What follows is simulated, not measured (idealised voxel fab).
The process module that follows is named voxel transistor to metal.
Cross-section cut: width 275 nm, square cells of 5 nm.
We lay out every cross-section as a grid of square cells and spell it out in bands from the top down, where one band means one or more rows of cells. Band: top height; bottom height; in nm. Then, left to right: material with width in nm, for each material. "throughout": a single material spanning edge to edge. "empty": empty space. Counting heights begins at 0, where everything beneath is, in the wafer as received, one material. The lowest band has no bottom; it goes on downwards, as "0 and below" shows. Top row gets the first number, bottom row gets the second, and each row in between changes by the same step: that is how a band width like "30->40" works. Given "everything unchanged" for a step, no cell of the cross-section differs between before and after that step. Voids not open to the top, 8 cells minimum: see "Enclosed void entries". Written width x height at distance; distance is from the left edge; nm. Step line, after settings: the simulator's comment on this step. "overlay nm" on a masked step: distance the mask lay right of its planned place, negative for left.

THIS SECTION LISTS THE PROCESS STEPS THAT WERE PLANNED
- 1: RECEIVE (material Si)
- 2: OXIDIZE (depth nm 5)
- 3: CONFORMAL_DEP (material SiN; thk nm 15)
- 4: DIRECTIONAL_DEP (material aC; thk nm 15)
- 5: PATTERN (tone cover; mask id ACTIVE; material resist; width nm 105; pitch nm 130; thk nm 30; overlay nm 0)
- 6: DIRECTIONAL_ETCH (etch materials aC; depth nm 15)
- 7: STRIP (etch materials resist)
- 8: DIRECTIONAL_ETCH (etch materials SiN; depth nm 15)
- 9: DIRECTIONAL_ETCH (etch materials SiO2; depth nm 5)
- 10: DIRECTIONAL_ETCH (etch materials Si; depth nm 25)
- 11: STRIP (etch materials aC)
- 12: FILL_DEP (material SiO2; thk nm 10)
- 13: CMP (height nm 15)
- 14: SELECTIVE_ETCH (etch materials SiO2; depth nm 5)
- 15: STRIP (etch materials SiN)
- 16: SELECTIVE_ETCH (etch materials SiO2; depth nm 5)
- 17: OXIDIZE (depth nm 5)
- 18: DIRECTIONAL_DEP (material polySi; thk nm 30)
- 19: DIRECTIONAL_DEP (material SiCN; thk nm 15)
- 20: DIRECTIONAL_DEP (material aC; thk nm 10)
- 21: PATTERN (tone cover; mask id GATE; material resist; width nm 25; pitch nm 130; thk nm 30; overlay nm 0)
- 22: DIRECTIONAL_ETCH (etch materials aC; depth nm 10)
- 23: STRIP (etch materials resist)
- 24: DIRECTIONAL_ETCH (etch materials SiCN; depth nm 25)
- 25: DIRECTIONAL_ETCH (etch materials polySi; depth nm 40)
- 26: STRIP (etch materials aC)
- 27: CONFORMAL_DEP (material SiN; thk nm 5)
- 28: DIRECTIONAL_ETCH (etch materials SiN; depth nm 5)
- 29: DIRECTIONAL_ETCH (etch materials SiO2; depth nm 5)
- 30: DIRECTIONAL_ETCH (etch materials Si; depth nm 15)
- 31: EPI (material pSi; thk nm 20)
- 32: FILL_DEP (material SiO2; thk nm 5)
- 33: CMP (height nm 40)
- 34: DIRECTIONAL_DEP (material SiO2; thk nm 15)
- 35: PATTERN (tone open; mask id CONTACT; material resist; width nm 30; pitch nm 65; thk nm 15; overlay nm 0)
- 36: DIRECTIONAL_ETCH (etch materials SiO2; depth nm 60)
- 37: STRIP (etch materials resist)
- 38: CONFORMAL_DEP (material TiN; thk nm 5)
- 39: FILL_DEP (material W; thk nm 5)
- 40: CMP (height nm 55)
- 41: DIRECTIONAL_DEP (material TiN; thk nm 5)
- 42: DIRECTIONAL_DEP (material W; thk nm 25)
- 43: MASKED_ETCH (tone cover; mask id METAL_1; width nm 15; etch materials W; depth nm 25; overlay nm 0)
- 44: MASKED_ETCH (tone cover; mask id METAL_1; width nm 15; etch materials TiN; depth nm 5; overlay nm 0)
- 45: CONFORMAL_DEP (material SiCN; thk nm 5)
- 46: FILL_DEP (material SiO2; thk nm 5)
- 47: CMP (height nm 85)
- 48: CONFORMAL_DEP (material SiN; thk nm 5)

AS-RECEIVED WAFER CROSS-SECTION (AFTER STEP 1)
    0 and below: Si throughout
    Enclosed void entries: none

AS-PLANNED RUN: CROSS-SECTION OF THE FIRST OF TWO WAFERS AT END OF MODULE
    90 down to 85: SiN throughout
    85 down to 60: SiO2 (20), then SiCN (5), then W (15), then SiCN (5), then SiO2 (55), then SiCN (5), then W (15), then SiCN (5), then SiO2 (25), then SiCN (5), then W (15), then SiCN (5), then SiO2 (55), then SiCN (5), then W (15), then SiCN (5), then SiO2 (20)
    60 down to 55: SiCN (25), then TiN (15), then SiCN (65), then TiN (15), then SiCN (35), then TiN (15), then SiCN (65), then TiN (15), then SiCN (25)
    55 down to 40: SiO2 (25), then TiN (5), then W (20), then TiN (5), then SiO2 (35), then TiN (5), then W (20), then TiN (5), then SiO2 (35), then TiN (5), then W (20), then TiN (5), then SiO2 (35), then TiN (5), then W (20), then TiN (5), then SiO2 (25)
    40 down to 25: SiO2 (25), then TiN (5), then W (20), then TiN (5), then SiN (5), then SiCN (25), then SiN (5), then TiN (5), then W (20), then TiN (5), then SiO2 (35), then TiN (5), then W (20), then TiN (5), then SiN (5), then SiCN (25), then SiN (5), then TiN (5), then W (20), then TiN (5), then SiO2 (25)
    25 down to 15: SiO2 (25), then TiN (5), then W (20), then TiN (5), then SiN (5), then polySi (25), then SiN (5), then TiN (5), then W (20), then TiN (5), then SiO2 (35), then TiN (5), then W (20), then TiN (5), then SiN (5), then polySi (25), then SiN (5), then TiN (5), then W (20), then TiN (5), then SiO2 (25)
    15 down to 10: SiO2 (25), then TiN (30), then SiN (5), then polySi (25), then SiN (5), then TiN (30), then SiO2 (35), then TiN (30), then SiN (5), then polySi (25), then SiN (5), then TiN (30), then SiO2 (25)
    10 down to 5: SiO2 (25), then TiN (10), then pSi (20), then SiN (5), then polySi (25), then SiN (5), then pSi (20), then TiN (10), then SiO2 (35), then TiN (10), then pSi (20), then SiN (5), then polySi (25), then SiN (5), then pSi (20), then TiN (10), then SiO2 (25)
    5 down to -5: SiO2 (15), then SiN (5), then SiO2 (5), then TiN (10), then pSi (20), then SiN (5), then polySi (25), then SiN (5), then pSi (20), then TiN (10), then SiO2 (5), then SiN (5), then SiO2 (15), then SiN (5), then SiO2 (5), then TiN (10), then pSi (20), then SiN (5), then polySi (25), then SiN (5), then pSi (20), then TiN (10), then SiO2 (5), then SiN (5), then SiO2 (15)
    -5 down to -10: SiO2 (20), then pSi (35), then SiO2 (35), then pSi (35), then SiO2 (25), then pSi (35), then SiO2 (35), then pSi (35), then SiO2 (20)
    -10 down to -25: SiO2 (20), then pSi (35), then Si (35), then pSi (35), then SiO2 (25), then pSi (35), then Si (35), then pSi (35), then SiO2 (20)
    -25 down to -30: SiO2 (20), then Si (105), then SiO2 (25), then Si (105), then SiO2 (20)
    -30 and below: Si throughout
    Enclosed void entries: none

CROSS-SECTION, SECOND WAFER: SAME START AS THE FIRST, SAME PLAN AS THE FIRST, ONE MISTAKE IN RUNNING IT; TAKEN AT THE END OF THE MODULE
    90 down to 85: SiN throughout
    85 down to 60: SiO2 (20), then SiCN (5), then W (15), then SiCN (5), then SiO2 (55), then SiCN (5), then W (15), then SiCN (5), then SiO2 (25), then SiCN (5), then W (15), then SiCN (5), then SiO2 (55), then SiCN (5), then W (15), then SiCN (5), then SiO2 (20)
    60 down to 55: SiCN (25), then TiN (15), then SiCN (65), then TiN (15), then SiCN (35), then TiN (15), then SiCN (65), then TiN (15), then SiCN (25)
    55 down to 40: SiO2 (25), then TiN (5), then W (20), then TiN (5), then SiO2 (35), then TiN (5), then W (20), then TiN (5), then SiO2 (35), then TiN (5), then W (20), then TiN (5), then SiO2 (35), then TiN (5), then W (20), then TiN (5), then SiO2 (25)
    40 down to 25: SiO2 (25), then TiN (5), then W (20), then TiN (5), then SiN (5), then SiCN (25), then SiN (5), then TiN (5), then W (20), then TiN (5), then SiO2 (35), then TiN (5), then W (20), then TiN (5), then SiN (5), then SiCN (25), then SiN (5), then TiN (5), then W (20), then TiN (5), then SiO2 (25)
    25 down to 5: SiO2 (25), then TiN (5), then W (20), then TiN (5), then SiN (5), then polySi (25), then SiN (5), then TiN (5), then W (20), then TiN (5), then SiO2 (35), then TiN (5), then W (20), then TiN (5), then SiN (5), then polySi (25), then SiN (5), then TiN (5), then W (20), then TiN (5), then SiO2 (25)
    5 down to 0: SiO2 (15), then SiN (5), then SiO2 (5), then TiN (5), then W (20), then TiN (5), then SiN (5), then polySi (25), then SiN (5), then TiN (5), then W (20), then TiN (5), then SiO2 (5), then SiN (5), then SiO2 (15), then SiN (5), then SiO2 (5), then TiN (5), then W (20), then TiN (5), then SiN (5), then polySi (25), then SiN (5), then TiN (5), then W (20), then TiN (5), then SiO2 (5), then SiN (5), then SiO2 (15)
    0 down to -5: SiO2 (15), then SiN (5), then SiO2 (5), then TiN (30), then SiN (5), then polySi (25), then SiN (5), then TiN (30), then SiO2 (5), then SiN (5), then SiO2 (15), then SiN (5), then SiO2 (5), then TiN (30), then SiN (5), then polySi (25), then SiN (5), then TiN (30), then SiO2 (5), then SiN (5), then SiO2 (15)
    -5 down to -15: SiO2 throughout
    -15 down to -30: SiO2 (20), then Si (105), then SiO2 (25), then Si (105), then SiO2 (20)
    -30 and below: Si throughout
    Enclosed void entries: none
Misprocessing identified: for step 17, the planned setting was not used; the step was instead run as OXIDIZE (depth nm 10)
at the end the second wafer has, in cells: +42 Si | +70 SiO2 | +48 W | -160 pSi
